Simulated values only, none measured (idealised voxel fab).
Process module in this document: voxel transistor to metal
Square cells of 5 nm make up the cross-section cut, whose width is 170 nm.
Each cross-section below is a grid of square cells, stated as bands in top-down order, with one or more rows of cells making up each band. Read a band's entry like this: the first values are the height of its top and the height of its bottom in nm, and what follows is the sequence of materials from left to right, each with its width in nm. Note that "blank" is empty space, and that a single material marked "everywhere" reaches across the band from edge to edge. Heights are measured from 0, the level below which the as-received wafer is all one material; the lowest band has no bottom and continues downward, written as in "z 0 and below". The width entry "30 to 40" should be interpreted row by row: the top row of cells in the band takes the first number, the bottom row takes the second number, and the change between adjacent rows is uniform throughout. It should be understood that the words "remains unaltered", when stated for a given step, signify that the cross-section underwent no change in any of its cells during that step. Listed in "Enclosed voids": every empty space of 8 or more cells without an open way to the top. Form: width x height at distance, the distance being from the left edge, all in nm. On a step's line, text after the settings is the simulator commenting on that step. A step's line can hold "overlay nm"; with a mask on that step, the setting says how far right of the planned place the mask lay, while a negative setting says it lay to the left.

This section lists the process steps that were planned:
| 1 | RECEIVE | material Si |
| 2 | OXIDIZE | depth nm 5 |
| 3 | CONFORMAL_DEP | material SiN | thk nm 10 |
| 4 | MASKED_ETCH | tone cover | mask id ACTIVE | width nm 125 | etch materials SiN | depth nm 10 | overlay nm 0 |
| 5 | MASKED_ETCH | tone cover | mask id ACTIVE | width nm 125 | etch materials SiO2 | depth nm 5 | overlay nm 0 |
| 6 | MASKED_ETCH | tone cover | mask id ACTIVE | width nm 125 | etch materials Si | depth nm 25 | overlay nm 0 |
| 7 | OXIDIZE | depth nm 5 |
| 8 | FILL_DEP | material SiO2 | thk nm 15 |
| 9 | CMP | height nm 10 |
| 10 | SELECTIVE_ETCH | etch materials SiO2 | depth nm 5 |
| 11 | STRIP | etch materials SiN |
| 12 | SELECTIVE_ETCH | etch materials SiO2 | depth nm 5 |
| 13 | OXIDIZE | depth nm 5 |
| 14 | DIRECTIONAL_DEP | material polySi | thk nm 30 |
| 15 | DIRECTIONAL_DEP | material SiCN | thk nm 10 |
| 16 | MASKED_ETCH | tone cover | mask id GATE | width nm 25 | etch materials SiCN | depth nm 20 | overlay nm 0 |
| 17 | MASKED_ETCH | tone cover | mask id GATE | width nm 25 | etch materials polySi | depth nm 40 | overlay nm 0 |
| 18 | CONFORMAL_DEP | material SiO2 | thk nm 5 |
| 19 | DIRECTIONAL_ETCH | etch materials SiO2 | depth nm 5 |
| 20 | CONFORMAL_DEP | material SiN | thk nm 10 |
| 21 | DIRECTIONAL_ETCH | etch materials SiN | depth nm 10 |
| 22 | DIRECTIONAL_ETCH | etch materials SiO2 | depth nm 5 |
| 23 | DIRECTIONAL_ETCH | etch materials Si | depth nm 10 |
| 24 | EPI | material pSi | thk nm 15 |
| 25 | FILL_DEP | material SiO2 | thk nm 5 |
| 26 | CMP | height nm 35 |
| 27 | DIRECTIONAL_DEP | material SiO2 | thk nm 10 |
| 28 | PATTERN | tone open | mask id CONTACT | material resist | width nm 35 | pitch nm 70 | thk nm 20 | overlay nm 0 |
| 29 | DIRECTIONAL_ETCH | etch materials SiO2 | depth nm 40 |
| 30 | STRIP | etch materials resist |
| 31 | CONFORMAL_DEP | material TiN | thk nm 5 |
| 32 | FILL_DEP | material W | thk nm 10 |
| 33 | CMP | height nm 45 |
| 34 | CONFORMAL_DEP | material SiN | thk nm 5 |
| 35 | DIRECTIONAL_DEP | material lowk | thk nm 25 |
| 36 | DIRECTIONAL_DEP | material aC | thk nm 15 |
| 37 | PATTERN | tone open | mask id METAL_1 | material resist | width nm 20 | pitch nm 85 | thk nm 30 | overlay nm 0 |
| 38 | DIRECTIONAL_ETCH | etch materials aC | depth nm 15 |
| 39 | STRIP | etch materials resist |
| 40 | DIRECTIONAL_ETCH | etch materials lowk | depth nm 25 |
| 41 | DIRECTIONAL_ETCH | etch materials SiN | depth nm 5 |
| 42 | STRIP | etch materials aC |
| 43 | CONFORMAL_DEP | material TiN | thk nm 5 |
| 44 | FILL_DEP | material Ru | thk nm 5 |
| 45 | CMP | height nm 75 |
| 46 | CONFORMAL_DEP | material SiCN | thk nm 5 |
| 47 | DIRECTIONAL_DEP | material lowk | thk nm 25 |
| 48 | MASKED_ETCH | tone open | mask id METAL_2 | width nm 20 | pitch nm 85 | etch materials lowk | depth nm 15 | overlay nm 0 |
| 49 | MASKED_ETCH | tone open | mask id METAL_2_HOLES | width nm 15 | pitch nm 85 | etch materials lowk | depth nm 10 | overlay nm 0 |
| 50 | MASKED_ETCH | tone open | mask id METAL_2_HOLES | width nm 15 | pitch nm 85 | etch materials SiCN | depth nm 5 | overlay nm 0 |
| 51 | CONFORMAL_DEP | material TiN | thk nm 5 |
| 52 | FILL_DEP | material Cu | thk nm 10 |
| 53 | CMP | height nm 105 |
| 54 | CONFORMAL_DEP | material SiCN | thk nm 5 |

What follows covers the first of two wafers; it ran as planned:

as received, after step 1:
* z 0 and below  Si everywhere
* Enclosed voids: none

So this is the wafer cross-section right after step 2:
* z 0 to -5  SiO2 everywhere
* Rest of section, below -5: as before.

So this is the wafer cross-section right after step 3:
* z 10 to 0  SiN everywhere
* Rest of section, below 0: as before.

So this is the wafer cross-section right after step 4:
* z 10 to 0  blank=20; SiN=125; blank=25
* Rest of section, below 0: as before.

So this is the wafer cross-section right after step 5:
* z 10 to 0  blank=20; SiN=125; blank=25
* z 0 to -5  blank=20; SiO2=125; blank=25
* Rest of section, below -5: as before.

So this is the wafer cross-section right after step 6:
* z 10 to 0  blank=20; SiN=125; blank=25
* z 0 to -5  blank=20; SiO2=125; blank=25
* z -5 to -30  blank=20; Si=125; blank=25
* Rest of section, below -30: as before.

So this is the wafer cross-section right after step 7:
* z 10 to 0  blank=20; SiN=125; blank=25
* z 0 to -5  blank=20; SiO2=125; blank=25
* z -5 to -30  blank=20; SiO2=5; Si=115; SiO2=5; blank=25
* z -30 to -35  SiO2=25; Si=115; SiO2=30
* Rest of section, below -35: as before.

So this is the wafer cross-section right after step 8:
* z 25 to 10  SiO2 everywhere
* z 10 to 0  SiO2=20; SiN=125; SiO2=25
* z 0 to -5  SiO2 everywhere
* z -5 to -35  SiO2=25; Si=115; SiO2=30
* Rest of section, below -35: as before.

So this is the wafer cross-section right after step 9:
* z 10 to 0  SiO2=20; SiN=125; SiO2=25
* Rest of section, below 0: as before.

So this is the wafer cross-section right after step 10:
* z 10 to 5  blank=20; SiN=125; blank=25
* Rest of section, below 5: as before.

So this is the wafer cross-section right after step 11:
* z 5 to 0  SiO2=20; blank=125; SiO2=25
* Rest of section, below 0: as before.

So this is the wafer cross-section right after step 12:
* z 0 to -5  SiO2=15; blank=135; SiO2=20
* Rest of section, below -5: as before.

So this is the wafer cross-section right after step 13:
* z 0 to -5  SiO2=15; blank=135; SiO2=20
* z -5 to -10  SiO2 everywhere
* Rest of section, below -10: as before.

So this is the wafer cross-section right after step 14:
* z 30 to 25  polySi=15; blank=135; polySi=20
* z 25 to 0  polySi everywhere
* z 0 to -5  SiO2=15; polySi=135; SiO2=20
* Rest of section, below -5: as before.

So this is the wafer cross-section right after step 15:
* z 40 to 35  SiCN=15; blank=135; SiCN=20
* z 35 to 30  SiCN everywhere
* z 30 to 25  polySi=15; SiCN=135; polySi=20
* Rest of section, below 25: as before.

So this is the wafer cross-section right after step 16:
* z 35 to 30  blank=70; SiCN=25; blank=75
* z 30 to 25  polySi=15; blank=55; SiCN=25; blank=55; polySi=20
* Rest of section, below 25: as before.

So this is the wafer cross-section right after step 17:
* z 35 to 25  blank=70; SiCN=25; blank=75
* z 25 to 0  blank=70; polySi=25; blank=75
* z 0 to -5  SiO2=15; blank=55; polySi=25; blank=55; SiO2=20
* Rest of section, below -5: as before.

So this is the wafer cross-section right after step 18:
* z 40 to 35  blank=65; SiO2=35; blank=70
* z 35 to 25  blank=65; SiO2=5; SiCN=25; SiO2=5; blank=70
* z 25 to 5  blank=65; SiO2=5; polySi=25; SiO2=5; blank=70
* z 5 to 0  SiO2=20; blank=45; SiO2=5; polySi=25; SiO2=5; blank=45; SiO2=25
* z 0 to -5  SiO2=70; polySi=25; SiO2=75
* Rest of section, below -5: as before.

So this is the wafer cross-section right after step 19:
* z 35 to 25  blank=65; SiO2=5; SiCN=25; SiO2=5; blank=70
* z 25 to 0  blank=65; SiO2=5; polySi=25; SiO2=5; blank=70
* z 0 to -5  SiO2=20; blank=45; SiO2=5; polySi=25; SiO2=5; blank=45; SiO2=25
* Rest of section, below -5: as before.

So this is the wafer cross-section right after step 20:
* z 45 to 35  blank=55; SiN=55; blank=60
* z 35 to 25  blank=55; SiN=10; SiO2=5; SiCN=25; SiO2=5; SiN=10; blank=60
* z 25 to 10  blank=55; SiN=10; SiO2=5; polySi=25; SiO2=5; SiN=10; blank=60
* z 10 to 5  SiN=30; blank=25; SiN=10; SiO2=5; polySi=25; SiO2=5; SiN=10; blank=25; SiN=35
* z 5 to 0  SiN=65; SiO2=5; polySi=25; SiO2=5; SiN=70
* z 0 to -5  SiO2=20; SiN=45; SiO2=5; polySi=25; SiO2=5; SiN=45; SiO2=25
* Rest of section, below -5: as before.

So this is the wafer cross-section right after step 21:
* z 35 to 25  blank=55; SiN=10; SiO2=5; SiCN=25; SiO2=5; SiN=10; blank=60
* z 25 to 0  blank=55; SiN=10; SiO2=5; polySi=25; SiO2=5; SiN=10; blank=60
* z 0 to -5  SiO2=20; SiN=10; blank=25; SiN=10; SiO2=5; polySi=25; SiO2=5; SiN=10; blank=25; SiN=10; SiO2=25
* Rest of section, below -5: as before.

So this is the wafer cross-section right after step 22:
* z 35 to 30  blank=55; SiN=10; blank=5; SiCN=25; blank=5; SiN=10; blank=60
* z 30 to 25  blank=55; SiN=10; SiO2=5; SiCN=25; SiO2=5; SiN=10; blank=60
* z 25 to 0  blank=55; SiN=10; SiO2=5; polySi=25; SiO2=5; SiN=10; blank=60
* z 0 to -5  blank=20; SiN=10; blank=25; SiN=10; SiO2=5; polySi=25; SiO2=5; SiN=10; blank=25; SiN=10; blank=25
* z -5 to -10  SiO2=30; blank=25; SiO2=55; blank=25; SiO2=35
* Rest of section, below -10: as before.

So this is the wafer cross-section right after step 23:
* z 35 to 30  blank=55; SiN=10; blank=5; SiCN=25; blank=5; SiN=10; blank=60
* z 30 to 25  blank=55; SiN=10; SiO2=5; SiCN=25; SiO2=5; SiN=10; blank=60
* z 25 to 0  blank=55; SiN=10; SiO2=5; polySi=25; SiO2=5; SiN=10; blank=60
* z 0 to -5  blank=20; SiN=10; blank=25; SiN=10; SiO2=5; polySi=25; SiO2=5; SiN=10; blank=25; SiN=10; blank=25
* z -5 to -10  SiO2=30; blank=25; SiO2=55; blank=25; SiO2=35
* z -10 to -20  SiO2=25; Si=5; blank=25; Si=55; blank=25; Si=5; SiO2=30
* Rest of section, below -20: as before.

So this is the wafer cross-section right after step 24:
* z 35 to 30  blank=55; SiN=10; blank=5; SiCN=25; blank=5; SiN=10; blank=60
* z 30 to 25  blank=55; SiN=10; SiO2=5; SiCN=25; SiO2=5; SiN=10; blank=60
* z 25 to 5  blank=55; SiN=10; SiO2=5; polySi=25; SiO2=5; SiN=10; blank=60
* z 5 to 0  blank=25; pSi=30; SiN=10; SiO2=5; polySi=25; SiO2=5; SiN=10; pSi=30; blank=30
* z 0 to -5  blank=20; SiN=10; pSi=25; SiN=10; SiO2=5; polySi=25; SiO2=5; SiN=10; pSi=25; SiN=10; blank=25
* z -5 to -10  SiO2=30; pSi=25; SiO2=55; pSi=25; SiO2=35
* z -10 to -20  SiO2=25; Si=5; pSi=25; Si=55; pSi=25; Si=5; SiO2=30
* Rest of section, below -20: as before.

So this is the wafer cross-section right after step 25:
* z 40 to 35  SiO2 everywhere
* z 35 to 25  SiO2=55; SiN=10; SiO2=5; SiCN=25; SiO2=5; SiN=10; SiO2=60
* z 25 to 5  SiO2=55; SiN=10; SiO2=5; polySi=25; SiO2=5; SiN=10; SiO2=60
* z 5 to 0  SiO2=25; pSi=30; SiN=10; SiO2=5; polySi=25; SiO2=5; SiN=10; pSi=30; SiO2=30
* z 0 to -5  SiO2=20; SiN=10; pSi=25; SiN=10; SiO2=5; polySi=25; SiO2=5; SiN=10; pSi=25; SiN=10; SiO2=25
* Rest of section, below -5: as before.

So this is the wafer cross-section right after step 26:
* z 35 to 25  SiO2=55; SiN=10; SiO2=5; SiCN=25; SiO2=5; SiN=10; SiO2=60
* Rest of section, below 25: as before.

So this is the wafer cross-section right after step 27:
* z 45 to 35  SiO2 everywhere
* Rest of section, below 35: as before.

So this is the wafer cross-section right after step 28:
* z 65 to 45  resist=30; blank=35; resist=35; blank=35; resist=35
* Rest of section, below 45: as before.

So this is the wafer cross-section right after step 29:
* z 65 to 45  resist=30; blank=35; resist=35; blank=35; resist=35
* z 45 to 35  SiO2=30; blank=35; SiO2=35; blank=35; SiO2=35
* z 35 to 25  SiO2=30; blank=25; SiN=10; SiO2=5; SiCN=25; SiO2=5; SiN=10; blank=25; SiO2=35
* z 25 to 5  SiO2=30; blank=25; SiN=10; SiO2=5; polySi=25; SiO2=5; SiN=10; blank=25; SiO2=35
* Rest of section, below 5: as before.

So this is the wafer cross-section right after step 30:
* z 45 to 35  SiO2=30; blank=35; SiO2=35; blank=35; SiO2=35
* Rest of section, below 35: as before.

So this is the wafer cross-section right after step 31:
* z 50 to 45  TiN=35; blank=25; TiN=45; blank=25; TiN=40
* z 45 to 35  SiO2=30; TiN=5; blank=25 to 15; TiN=5 to 15; SiO2=35; TiN=5 to 15; blank=25 to 15; TiN=5; SiO2=35
* z 35 to 25  SiO2=30; TiN=5; blank=15; TiN=5; SiN=10; SiO2=5; SiCN=25; SiO2=5; SiN=10; TiN=5; blank=15; TiN=5; SiO2=35
* z 25 to 10  SiO2=30; TiN=5; blank=15; TiN=5; SiN=10; SiO2=5; polySi=25; SiO2=5; SiN=10; TiN=5; blank=15; TiN=5; SiO2=35
* z 10 to 5  SiO2=30; TiN=25; SiN=10; SiO2=5; polySi=25; SiO2=5; SiN=10; TiN=25; SiO2=35
* Rest of section, below 5: as before.

So this is the wafer cross-section right after step 32:
* z 60 to 50  W everywhere
* z 50 to 45  TiN=35; W=25; TiN=45; W=25; TiN=40
* z 45 to 35  SiO2=30; TiN=5; W=25 to 15; TiN=5 to 15; SiO2=35; TiN=5 to 15; W=25 to 15; TiN=5; SiO2=35
* z 35 to 25  SiO2=30; TiN=5; W=15; TiN=5; SiN=10; SiO2=5; SiCN=25; SiO2=5; SiN=10; TiN=5; W=15; TiN=5; SiO2=35
* z 25 to 10  SiO2=30; TiN=5; W=15; TiN=5; SiN=10; SiO2=5; polySi=25; SiO2=5; SiN=10; TiN=5; W=15; TiN=5; SiO2=35
* Rest of section, below 10: as before.

So this is the wafer cross-section right after step 33:
* z 45 to 35  SiO2=30; TiN=5; W=25 to 15; TiN=5 to 15; SiO2=35; TiN=5 to 15; W=25 to 15; TiN=5; SiO2=35
* Rest of section, below 35: as before.

So this is the wafer cross-section right after step 34:
* z 50 to 45  SiN everywhere
* Rest of section, below 45: as before.

So this is the wafer cross-section right after step 35:
* z 75 to 50  lowk everywhere
* Rest of section, below 50: as before.

So this is the wafer cross-section right after step 36:
* z 90 to 75  aC everywhere
* Rest of section, below 75: as before.

So this is the wafer cross-section right after step 37:
* z 120 to 90  resist=30; blank=20; resist=65; blank=20; resist=35
* Rest of section, below 90: as before.

So this is the wafer cross-section right after step 38:
* z 105 to 90  resist=30; blank=20; resist=65; blank=20; resist=35
* z 90 to 75  aC=30; blank=20; aC=65; blank=20; aC=35
* Rest of section, below 75: as before.

So this is the wafer cross-section right after step 39:
* z 90 to 75  aC=30; blank=20; aC=65; blank=20; aC=35
* Rest of section, below 75: as before.

So this is the wafer cross-section right after step 40:
* z 90 to 75  aC=30; blank=20; aC=65; blank=20; aC=35
* z 75 to 50  lowk=30; blank=20; lowk=65; blank=20; lowk=35
* Rest of section, below 50: as before.

So this is the wafer cross-section right after step 41:
* z 90 to 75  aC=30; blank=20; aC=65; blank=20; aC=35
* z 75 to 50  lowk=30; blank=20; lowk=65; blank=20; lowk=35
* z 50 to 45  SiN=30; blank=20; SiN=65; blank=20; SiN=35
* Rest of section, below 45: as before.

So this is the wafer cross-section right after step 42:
* z 75 to 50  lowk=30; blank=20; lowk=65; blank=20; lowk=35
* Rest of section, below 50: as before.

So this is the wafer cross-section right after step 43:
* z 80 to 75  TiN=35; blank=10; TiN=75; blank=10; TiN=40
* z 75 to 50  lowk=30; TiN=5; blank=10; TiN=5; lowk=65; TiN=5; blank=10; TiN=5; lowk=35
* z 50 to 45  SiN=30; TiN=20; SiN=65; TiN=20; SiN=35
* Rest of section, below 45: as before.

So this is the wafer cross-section right after step 44:
* z 85 to 80  Ru everywhere
* z 80 to 75  TiN=35; Ru=10; TiN=75; Ru=10; TiN=40
* z 75 to 50  lowk=30; TiN=5; Ru=10; TiN=5; lowk=65; TiN=5; Ru=10; TiN=5; lowk=35
* Rest of section, below 50: as before.

So this is the wafer cross-section right after step 45:
* z 75 to 50  lowk=30; TiN=5; Ru=10; TiN=5; lowk=65; TiN=5; Ru=10; TiN=5; lowk=35
* Rest of section, below 50: as before.

So this is the wafer cross-section right after step 46:
* z 80 to 75  SiCN everywhere
* Rest of section, below 75: as before.

So this is the wafer cross-section right after step 47:
* z 105 to 80  lowk everywhere
* Rest of section, below 80: as before.

So this is the wafer cross-section right after step 48:
* z 105 to 90  lowk=30; blank=20; lowk=65; blank=20; lowk=35
* Rest of section, below 90: as before.

So this is the wafer cross-section right after step 49:
* z 105 to 90  lowk=30; blank=20; lowk=65; blank=20; lowk=35
* z 90 to 80  lowk=30; blank=15; lowk=70; blank=15; lowk=40
* Rest of section, below 80: as before.

So this is the wafer cross-section right after step 50:
* z 105 to 90  lowk=30; blank=20; lowk=65; blank=20; lowk=35
* z 90 to 80  lowk=30; blank=15; lowk=70; blank=15; lowk=40
* z 80 to 75  SiCN=30; blank=15; SiCN=70; blank=15; SiCN=40
* Rest of section, below 75: as before.

So this is the wafer cross-section right after step 51:
* z 110 to 105  TiN=35; blank=10; TiN=75; blank=10; TiN=40
* z 105 to 95  lowk=30; TiN=5; blank=10; TiN=5; lowk=65; TiN=5; blank=10; TiN=5; lowk=35
* z 95 to 90  lowk=30; TiN=5; blank=5; TiN=10; lowk=65; TiN=5; blank=5; TiN=10; lowk=35
* z 90 to 80  lowk=30; TiN=5; blank=5; TiN=5; lowk=70; TiN=5; blank=5; TiN=5; lowk=40
* z 80 to 75  SiCN=30; TiN=15; SiCN=70; TiN=15; SiCN=40
* Rest of section, below 75: as before.

So this is the wafer cross-section right after step 52:
* z 120 to 110  Cu everywhere
* z 110 to 105  TiN=35; Cu=10; TiN=75; Cu=10; TiN=40
* z 105 to 95  lowk=30; TiN=5; Cu=10; TiN=5; lowk=65; TiN=5; Cu=10; TiN=5; lowk=35
* z 95 to 90  lowk=30; TiN=5; Cu=5; TiN=10; lowk=65; TiN=5; Cu=5; TiN=10; lowk=35
* z 90 to 80  lowk=30; TiN=5; Cu=5; TiN=5; lowk=70; TiN=5; Cu=5; TiN=5; lowk=40
* Rest of section, below 80: as before.

So this is the wafer cross-section right after step 53:
* z 105 to 95  lowk=30; TiN=5; Cu=10; TiN=5; lowk=65; TiN=5; Cu=10; TiN=5; lowk=35
* Rest of section, below 95: as before.

So this is the wafer cross-section right after step 54:
* z 110 to 105  SiCN everywhere
* Rest of section, below 105: as before.

The second wafer began exactly as the first did and followed the same plan, but one mistake was made while running it; through step 27 inclusive, the two wafers are identical:

Second wafer, section view, time point: scheduled end of step 28:
* z 65 to 45  resist=40; blank=35; resist=35; blank=35; resist=25
* Rest of section, below 45: as before.

Second wafer, section view, time point: scheduled end of step 29:
* z 65 to 45  resist=40; blank=35; resist=35; blank=35; resist=25
* z 45 to 35  SiO2=40; blank=35; SiO2=35; blank=35; SiO2=25
* z 35 to 25  SiO2=40; blank=15; SiN=10; blank=5; SiCN=25; SiO2=5; SiN=10; blank=35; SiO2=25
* z 25 to 5  SiO2=40; blank=15; SiN=10; blank=5; polySi=25; SiO2=5; SiN=10; blank=35; SiO2=25
* Rest of section, below 5: as before.

Second wafer, section view, time point: scheduled end of step 30:
* z 45 to 35  SiO2=40; blank=35; SiO2=35; blank=35; SiO2=25
* Rest of section, below 35: as before.

Second wafer, section view, time point: scheduled end of step 31:
* z 50 to 45  TiN=45; blank=25; TiN=45; blank=25; TiN=30
* z 45 to 35  SiO2=40; TiN=5; blank=25 to 5; TiN=5 to 25; SiO2=35; TiN=5; blank=25; TiN=5; SiO2=25
* z 35 to 25  SiO2=40; TiN=5; blank=5; TiN=5; SiN=10; TiN=5; SiCN=25; SiO2=5; SiN=10; TiN=5; blank=25; TiN=5; SiO2=25
* z 25 to 10  SiO2=40; TiN=5; blank=5; TiN=5; SiN=10; TiN=5; polySi=25; SiO2=5; SiN=10; TiN=5; blank=25; TiN=5; SiO2=25
* z 10 to 5  SiO2=40; TiN=15; SiN=10; TiN=5; polySi=25; SiO2=5; SiN=10; TiN=35; SiO2=25
* Rest of section, below 5: as before.

Second wafer, section view, time point: scheduled end of step 32:
* z 60 to 50  W everywhere
* z 50 to 45  TiN=45; W=25; TiN=45; W=25; TiN=30
* z 45 to 35  SiO2=40; TiN=5; W=25 to 5; TiN=5 to 25; SiO2=35; TiN=5; W=25; TiN=5; SiO2=25
* z 35 to 25  SiO2=40; TiN=5; W=5; TiN=5; SiN=10; TiN=5; SiCN=25; SiO2=5; SiN=10; TiN=5; W=25; TiN=5; SiO2=25
* z 25 to 10  SiO2=40; TiN=5; W=5; TiN=5; SiN=10; TiN=5; polySi=25; SiO2=5; SiN=10; TiN=5; W=25; TiN=5; SiO2=25
* Rest of section, below 10: as before.

Second wafer, section view, time point: scheduled end of step 33:
* z 45 to 35  SiO2=40; TiN=5; W=25 to 5; TiN=5 to 25; SiO2=35; TiN=5; W=25; TiN=5; SiO2=25
* Rest of section, below 35: as before.

Second wafer, section view, time point: scheduled end of step 34:
* z 50 to 45  SiN everywhere
* Rest of section, below 45: as before.

Second wafer, section view, time point: scheduled end of step 35:
* z 75 to 50  lowk everywhere
* Rest of section, below 50: as before.

Second wafer, section view, time point: scheduled end of step 36:
* z 90 to 75  aC everywhere
* Rest of section, below 75: as before.

Second wafer, section view, time point: scheduled end of step 37:
* z 120 to 90  resist=30; blank=20; resist=65; blank=20; resist=35
* Rest of section, below 90: as before.

Second wafer, section view, time point: scheduled end of step 38:
* z 105 to 90  resist=30; blank=20; resist=65; blank=20; resist=35
* z 90 to 75  aC=30; blank=20; aC=65; blank=20; aC=35
* Rest of section, below 75: as before.

Second wafer, section view, time point: scheduled end of step 39:
* z 90 to 75  aC=30; blank=20; aC=65; blank=20; aC=35
* Rest of section, below 75: as before.

Second wafer, section view, time point: scheduled end of step 40:
* z 90 to 75  aC=30; blank=20; aC=65; blank=20; aC=35
* z 75 to 50  lowk=30; blank=20; lowk=65; blank=20; lowk=35
* Rest of section, below 50: as before.

Second wafer, section view, time point: scheduled end of step 41:
* z 90 to 75  aC=30; blank=20; aC=65; blank=20; aC=35
* z 75 to 50  lowk=30; blank=20; lowk=65; blank=20; lowk=35
* z 50 to 45  SiN=30; blank=20; SiN=65; blank=20; SiN=35
* Rest of section, below 45: as before.

Second wafer, section view, time point: scheduled end of step 42:
* z 75 to 50  lowk=30; blank=20; lowk=65; blank=20; lowk=35
* Rest of section, below 50: as before.

Second wafer, section view, time point: scheduled end of step 43:
* z 80 to 75  TiN=35; blank=10; TiN=75; blank=10; TiN=40
* z 75 to 50  lowk=30; TiN=5; blank=10; TiN=5; lowk=65; TiN=5; blank=10; TiN=5; lowk=35
* z 50 to 45  SiN=30; TiN=20; SiN=65; TiN=20; SiN=35
* Rest of section, below 45: as before.

Second wafer, section view, time point: scheduled end of step 44:
* z 85 to 80  Ru everywhere
* z 80 to 75  TiN=35; Ru=10; TiN=75; Ru=10; TiN=40
* z 75 to 50  lowk=30; TiN=5; Ru=10; TiN=5; lowk=65; TiN=5; Ru=10; TiN=5; lowk=35
* Rest of section, below 50: as before.

Second wafer, section view, time point: scheduled end of step 45:
* z 75 to 50  lowk=30; TiN=5; Ru=10; TiN=5; lowk=65; TiN=5; Ru=10; TiN=5; lowk=35
* Rest of section, below 50: as before.

Second wafer, section view, time point: scheduled end of step 46:
* z 80 to 75  SiCN everywhere
* Rest of section, below 75: as before.

Second wafer, section view, time point: scheduled end of step 47:
* z 105 to 80  lowk everywhere
* Rest of section, below 80: as before.

Second wafer, section view, time point: scheduled end of step 48:
* z 105 to 90  lowk=30; blank=20; lowk=65; blank=20; lowk=35
* Rest of section, below 90: as before.

Second wafer, section view, time point: scheduled end of step 49:
* z 105 to 90  lowk=30; blank=20; lowk=65; blank=20; lowk=35
* z 90 to 80  lowk=30; blank=15; lowk=70; blank=15; lowk=40
* Rest of section, below 80: as before.

Second wafer, section view, time point: scheduled end of step 50:
* z 105 to 90  lowk=30; blank=20; lowk=65; blank=20; lowk=35
* z 90 to 80  lowk=30; blank=15; lowk=70; blank=15; lowk=40
* z 80 to 75  SiCN=30; blank=15; SiCN=70; blank=15; SiCN=40
* Rest of section, below 75: as before.

Second wafer, section view, time point: scheduled end of step 51:
* z 110 to 105  TiN=35; blank=10; TiN=75; blank=10; TiN=40
* z 105 to 95  lowk=30; TiN=5; blank=10; TiN=5; lowk=65; TiN=5; blank=10; TiN=5; lowk=35
* z 95 to 90  lowk=30; TiN=5; blank=5; TiN=10; lowk=65; TiN=5; blank=5; TiN=10; lowk=35
* z 90 to 80  lowk=30; TiN=5; blank=5; TiN=5; lowk=70; TiN=5; blank=5; TiN=5; lowk=40
* z 80 to 75  SiCN=30; TiN=15; SiCN=70; TiN=15; SiCN=40
* Rest of section, below 75: as before.

Second wafer, section view, time point: scheduled end of step 52:
* z 120 to 110  Cu everywhere
* z 110 to 105  TiN=35; Cu=10; TiN=75; Cu=10; TiN=40
* z 105 to 95  lowk=30; TiN=5; Cu=10; TiN=5; lowk=65; TiN=5; Cu=10; TiN=5; lowk=35
* z 95 to 90  lowk=30; TiN=5; Cu=5; TiN=10; lowk=65; TiN=5; Cu=5; TiN=10; lowk=35
* z 90 to 80  lowk=30; TiN=5; Cu=5; TiN=5; lowk=70; TiN=5; Cu=5; TiN=5; lowk=40
* Rest of section, below 80: as before.

Second wafer, section view, time point: scheduled end of step 53:
* z 105 to 95  lowk=30; TiN=5; Cu=10; TiN=5; lowk=65; TiN=5; Cu=10; TiN=5; lowk=35
* Rest of section, below 95: as before.

Second wafer, section view, time point: scheduled end of step 54:
* z 110 to 105  SiCN everywhere
* Rest of section, below 105: as before.
Run error: step 28 ran as: PATTERN | tone open | mask id CONTACT | material resist | width nm 35 | pitch nm 70 | thk nm 20 | overlay nm 10
Once processing is complete, comparing cell counts shows that the second wafer has more or fewer of certain materials than the first: -6 SiO2, +6 TiN
